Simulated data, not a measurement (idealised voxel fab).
process module | voxel tone inversion
cross-section cut | 235 nm wide | cells 5 nm
A cross-section is a grid of square cells, given in bands from the top down. A band is one or more rows of cells.
Each band's line starts with the height of the band's top and of its bottom, in nm. Then come its materials from left to right, each with its width in nm. One material with "throughout" fills the band from edge to edge. "air" is empty space.
Height 0 is the level under which the wafer as received is all one material. The lowest band goes on downwards, as in "0 down".
A width such as "30 to 40" changes by the same amount from each row of cells to the next, from the band's top row to its bottom row.
"no change" after a step means that no cell of the cross-section changed.
closed voids: empty space of 8 cells or more with no open way to the top, each as width x height at its distance from the left edge, in nm
after a step's settings: what the simulator itself notes on the step
overlay nm, on a step with a mask: how far to the right of its planned place the mask lay; to the left if negative
plan
1 op RECEIVE | material Si
2 op CONFORMAL_DEP | material SiCN | thk nm 5
3 op DIRECTIONAL_DEP | material aC | thk nm 25
4 op PATTERN | tone cover | mask id POSTS | material resist | width nm 20 | pitch nm 45 | thk nm 35 | overlay nm 0
5 op DIRECTIONAL_ETCH | etch materials aC | depth nm 25
6 op STRIP | etch materials resist
7 op FILL_DEP | material lowk | thk nm 10
8 op CMP | height nm 30
9 op STRIP | etch materials aC
10 op CONFORMAL_DEP | material TiN | thk nm 5
11 op FILL_DEP | material Ru | thk nm 10
12 op CMP | height nm 30
13 op CONFORMAL_DEP | material SiCN | thk nm 5
as received, after step 1
  0 down: Si throughout
  closed voids: none
first wafer at the end, as planned
  35 to 30: SiCN throughout
  30 to 10: lowk 60 | TiN 5 | Ru 10 | TiN 5 | lowk 25 | TiN 5 | Ru 10 | TiN 5 | lowk 25 | TiN 5 | Ru 10 | TiN 5 | lowk 65
  10 to 5: lowk 60 | TiN 20 | lowk 25 | TiN 20 | lowk 25 | TiN 20 | lowk 65
  5 to 0: SiCN throughout
  0 down: Si throughout
  closed voids: none
second wafer at the end: like start, like plan, one mistake
  45 to 40: SiCN throughout
  40 to 35: Ru throughout
  35 to 30: TiN 65 | Ru 10 | TiN 35 | Ru 10 | TiN 35 | Ru 10 | TiN 70
  30 to 10: lowk 60 | TiN 5 | Ru 10 | TiN 5 | lowk 25 | TiN 5 | Ru 10 | TiN 5 | lowk 25 | TiN 5 | Ru 10 | TiN 5 | lowk 65
  10 to 5: lowk 60 | TiN 20 | lowk 25 | TiN 20 | lowk 25 | TiN 20 | lowk 65
  5 to 0: SiCN throughout
  0 down: Si throughout
  closed voids: none
what went wrong: step 12 ran as: op CMP | height nm 40
at the end the second wafer has, in cells: 53 more of Ru | 41 more of TiN
